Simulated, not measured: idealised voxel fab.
process module | voxel self aligned vias
cross-section cut | 225 nm wide | cells 5 nm
A cross-section is a grid of square cells, given in bands from the top down. A band is one or more rows of cells.
Each band's line starts with the height of the band's top and of its bottom, in nm. Then come its materials from left to right, each with its width in nm. One material with "throughout" fills the band from edge to edge. "air" is empty space.
Height 0 is the level under which the wafer as received is all one material. The lowest band goes on downwards, as in "0 down".
A width such as "30 to 40" changes by the same amount from each row of cells to the next, from the band's top row to its bottom row.
"no change" after a step means that no cell of the cross-section changed.
closed voids: empty space of 8 cells or more with no open way to the top, each as width x height at its distance from the left edge, in nm
after a step's settings: what the simulator itself notes on the step
overlay nm, on a step with a mask: how far to the right of its planned place the mask lay; to the left if negative
plan
1 op RECEIVE | material Si
2 op CONFORMAL_DEP | material SiO2 | thk nm 15
3 op CONFORMAL_DEP | material SiCN | thk nm 5
4 op DIRECTIONAL_DEP | material SiO2 | thk nm 20
5 op DIRECTIONAL_DEP | material aC | thk nm 10
6 op PATTERN | tone open | mask id LINES | material resist | width nm 15 | pitch nm 45 | thk nm 30 | overlay nm 0
7 op DIRECTIONAL_ETCH | etch materials aC | depth nm 10
8 op STRIP | etch materials resist
9 op DIRECTIONAL_ETCH | etch materials SiO2 | depth nm 20
10 op STRIP | etch materials aC
11 op CONFORMAL_DEP | material TiN | thk nm 5
12 op FILL_DEP | material Ru | thk nm 5
13 op CMP | height nm 40
14 op SELECTIVE_ETCH | etch materials W Ru TiN | depth nm 10
15 op FILL_DEP | material SiN | thk nm 10
16 op CMP | height nm 40
17 op DIRECTIONAL_DEP | material SiO2 | thk nm 20
18 op MASKED_ETCH | tone open | mask id VIAS | width nm 30 | pitch nm 90 | etch materials SiO2 | depth nm 20 | overlay nm 0
19 op MASKED_ETCH | tone open | mask id VIAS | width nm 30 | pitch nm 90 | etch materials SiN | depth nm 10 | overlay nm 0
20 op CONFORMAL_DEP | material TiN | thk nm 5
21 op FILL_DEP | material W | thk nm 10
22 op CMP | height nm 60
23 op CONFORMAL_DEP | material SiCN | thk nm 5
varied across the wafers: width nm of step 6. The plan shows the first wafer's value. All wafers start alike
first wafer as received, after step 1
  0 down: Si throughout
  closed voids: none
each wafer at the end: cells of each material gained (+) or lost (-) since it was received, then its closed voids
width nm 15 | +3 Ru | +90 SiCN | +6 SiN | +411 SiO2 | +47 TiN | +28 W | closed voids: none
width nm 20 | +6 Ru | +90 SiCN | +8 SiN | +399 SiO2 | +50 TiN | +32 W | closed voids: none
width nm 25 | +9 Ru | +90 SiCN | +10 SiN | +387 SiO2 | +53 TiN | +36 W | closed voids: none
width nm 30 | +12 Ru | +90 SiCN | +12 SiN | +375 SiO2 | +56 TiN | +40 W | closed voids: none
